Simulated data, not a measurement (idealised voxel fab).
A process module follows: voxel double patterning.
The width of the displayed cross-section, cut, is 275 nm; its cells are square, with a size of 5 nm.
Cross-section spec: square-cell grid; bands listed top down; each band is one or more rows.
Top, bottom (nm), then materials left to right with widths (nm); lone material tagged "throughout" fills the whole band edge to edge; "empty" = empty space.
Height reference: 0 = level under which incoming wafer is all one material. Lowest band: no bottom, runs on downward, e.g. "0 -> down".
A two-number width, for instance "30 to 40", indicates that the width is equal to the first number in the top row of the band and to the second number in the bottom row, and that it changes by a constant amount per row of cells.
Given "same as before" for a step, no cell of the cross-section differs between before and after that step.
The entry titled "Encapsulated voids" provides the empty spaces that have no open way to the top, restricted to those of 8 cells or more. Each is presented as width x height at distance, the distance being measured from the left edge, with all three in nm.
That trailing text on a step's line, after the settings, is the simulator's own remark on the step.
"overlay nm" denotes, for a step that has a mask, the displacement of the mask to the right of its planned place, with negative values corresponding to the left.
# Planned step list for the process
1 RECEIVE with material Si
2 CONFORMAL_DEP with material SiO2, thk nm 10
3 DIRECTIONAL_DEP with material polySi, thk nm 15
4 DIRECTIONAL_DEP with material SiCN, thk nm 5
5 MASKED_ETCH with tone open, mask id FIRST, width nm 15, pitch nm 50, etch materials SiCN, depth nm 5, overlay nm 0
6 DIRECTIONAL_DEP with material aC, thk nm 10
7 PATTERN with tone open, mask id SECOND, material resist, width nm 15, pitch nm 50, thk nm 25, overlay nm -15
8 DIRECTIONAL_ETCH with etch materials aC, depth nm 10
9 STRIP with etch materials resist
10 DIRECTIONAL_ETCH with etch materials SiCN, depth nm 5
11 STRIP with etch materials aC
12 DIRECTIONAL_ETCH with etch materials polySi, depth nm 15
13 STRIP with etch materials SiCN
Among the wafers covered here, the point of difference is the overlay nm at step 7; their starting state is shared, and the plan presents the value of the first wafer.
# Incoming state of the first of several wafers in cross-section: after step 1
* 0 -> down: Si throughout
* Encapsulated voids: none
# End of the module, past its last step, step 13: how the first of several wafers looks in cross-section
* 25 -> 10: polySi 80 nm, empty 25 nm, polySi 25 nm, empty 25 nm, polySi 25 nm, empty 15 nm, polySi 80 nm
* 10 -> 0: SiO2 throughout
* 0 -> down: Si throughout
* Encapsulated voids: none
# Module end, final wafer: cross-section
* 25 -> 10: polySi 80 nm, empty 15 nm, polySi 25 nm, empty 25 nm, polySi 25 nm, empty 25 nm, polySi 80 nm
* 10 -> 0: SiO2 throughout
* 0 -> down: Si throughout
* Encapsulated voids: none
# each wafer at the end: cells of each material gained (+) or lost (-) since it was received, then its closed voids
overlay nm -15, +110 SiO2, +126 polySi, Encapsulated voids: none
overlay nm -10, +110 SiO2, +120 polySi, Encapsulated voids: none
overlay nm -5, +110 SiO2, +120 polySi, Encapsulated voids: none
overlay nm 0, +110 SiO2, +120 polySi, Encapsulated voids: none
overlay nm 5, +110 SiO2, +120 polySi, Encapsulated voids: none
overlay nm 10, +110 SiO2, +120 polySi, Encapsulated voids: none
overlay nm 15, +110 SiO2, +126 polySi, Encapsulated voids: none
